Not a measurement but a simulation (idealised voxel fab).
You're looking at the process module voxel self aligned vias.
The width of the displayed cross-section, cut, is 170 nm; its cells are square, with a size of 5 nm.
This document writes a cross-section as a grid whose cells are square, and gives it as bands, listed from the top down; one or more rows of cells form a band.
The band entry comprises the height of the band's top followed by the height of its bottom, expressed in nm, and subsequently the band's materials from left to right, each stated together with its width in nm. Where a single material is marked with the word "throughout", that material fills the band from edge to edge. The word "blank" represents empty space.
Height is counted from the level 0, under which the received wafer is composed throughout of one material. The lowest of the bands is not closed at the bottom but continues downward, in the notation "0 nm and below".
Width spec "30 to 40" -> top row of cells at first value, bottom row at second value, equal per-row change in between.
Basically "nothing altered" means that step didn't change any cell in the cross-section.
You'll see "Sealed void listing" listing empty spaces that have no way open to the top, as long as they're 8 cells or more; the notation is width x height at distance, where the distance is from the left edge, and all of it is in nm.
Past the settings on a step's line: simulator remark, on that step.
overlay nm: where the mask lay relative to plan, measured to the right, on steps with a mask; negatives go left.

THE PLANNED PROCESS STEPS ARE ENUMERATED HEREUNDER
1) RECEIVE (material Si)
2) CONFORMAL_DEP (material SiO2; thk nm 15)
3) CONFORMAL_DEP (material SiCN; thk nm 5)
4) DIRECTIONAL_DEP (material lowk; thk nm 20)
5) PATTERN (tone open; mask id LINES; material resist; width nm 20; pitch nm 50; thk nm 20; overlay nm 0)
6) DIRECTIONAL_ETCH (etch materials lowk; depth nm 20)
7) STRIP (etch materials resist)
8) CONFORMAL_DEP (material TiN; thk nm 5)
9) FILL_DEP (material Ru; thk nm 5)
10) CMP (height nm 40)
11) SELECTIVE_ETCH (etch materials W Ru TiN; depth nm 5)
12) FILL_DEP (material SiN; thk nm 10)
13) CMP (height nm 40)
14) DIRECTIONAL_DEP (material lowk; thk nm 15)
15) MASKED_ETCH (tone open; mask id VIAS; width nm 30; etch materials lowk; depth nm 15; overlay nm 0)
16) MASKED_ETCH (tone open; mask id VIAS; width nm 30; etch materials SiN; depth nm 5; overlay nm 0)
17) CONFORMAL_DEP (material TiN; thk nm 5)
18) FILL_DEP (material Ru; thk nm 10)
19) CMP (height nm 55)
20) CONFORMAL_DEP (material SiN; thk nm 5)

CROSS-SECTION OF THE WAFER AS IT CAME TO US, I.E., ALREADY THROUGH STEP 1
	0 nm and below  Si throughout
	Sealed void listing: none

FIRST OF TWO WAFERS, END-OF-MODULE SECTION, RUN FOLLOWED PLAN
	60 nm to 55 nm  SiN throughout
	55 nm to 45 nm  lowk (45) / TiN (5) / Ru (20) / TiN (5) / lowk (95)
	45 nm to 40 nm  lowk (45) / TiN (10) / Ru (10) / TiN (10) / lowk (95)
	40 nm to 35 nm  lowk (50) / TiN (20) / lowk (30) / SiN (20) / lowk (50)
	35 nm to 25 nm  lowk (50) / TiN (5) / Ru (10) / TiN (5) / lowk (30) / TiN (5) / Ru (10) / TiN (5) / lowk (50)
	25 nm to 20 nm  lowk (50) / TiN (20) / lowk (30) / TiN (20) / lowk (50)
	20 nm to 15 nm  SiCN throughout
	15 nm to 0 nm  SiO2 throughout
	0 nm and below  Si throughout
	Sealed void listing: none

HERE IS THE SECOND OF THE TWO WAFERS CUT OPEN AT THE END OF THE MODULE - SAME START, SAME PLAN AS THE FIRST ONE, BUT WE MADE ONE MISTAKE RUNNING IT
	75 nm to 70 nm  SiN throughout
	70 nm to 60 nm  Ru throughout
	60 nm to 55 nm  TiN (50) / Ru (20) / TiN (100)
	55 nm to 45 nm  lowk (45) / TiN (5) / Ru (20) / TiN (5) / lowk (95)
	45 nm to 40 nm  lowk (45) / TiN (10) / Ru (10) / TiN (10) / lowk (95)
	40 nm to 35 nm  lowk (50) / TiN (20) / lowk (30) / SiN (20) / lowk (50)
	35 nm to 25 nm  lowk (50) / TiN (5) / Ru (10) / TiN (5) / lowk (30) / TiN (5) / Ru (10) / TiN (5) / lowk (50)
	25 nm to 20 nm  lowk (50) / TiN (20) / lowk (30) / TiN (20) / lowk (50)
	20 nm to 15 nm  SiCN throughout
	15 nm to 0 nm  SiO2 throughout
	0 nm and below  Si throughout
	Sealed void listing: none
The mistake made against the process plan was this: step 19 in the plan did not get run; it was skipped
Final difference in cells, second wafer against first, listed per material as more or fewer: 72 more of Ru | 30 more of TiN
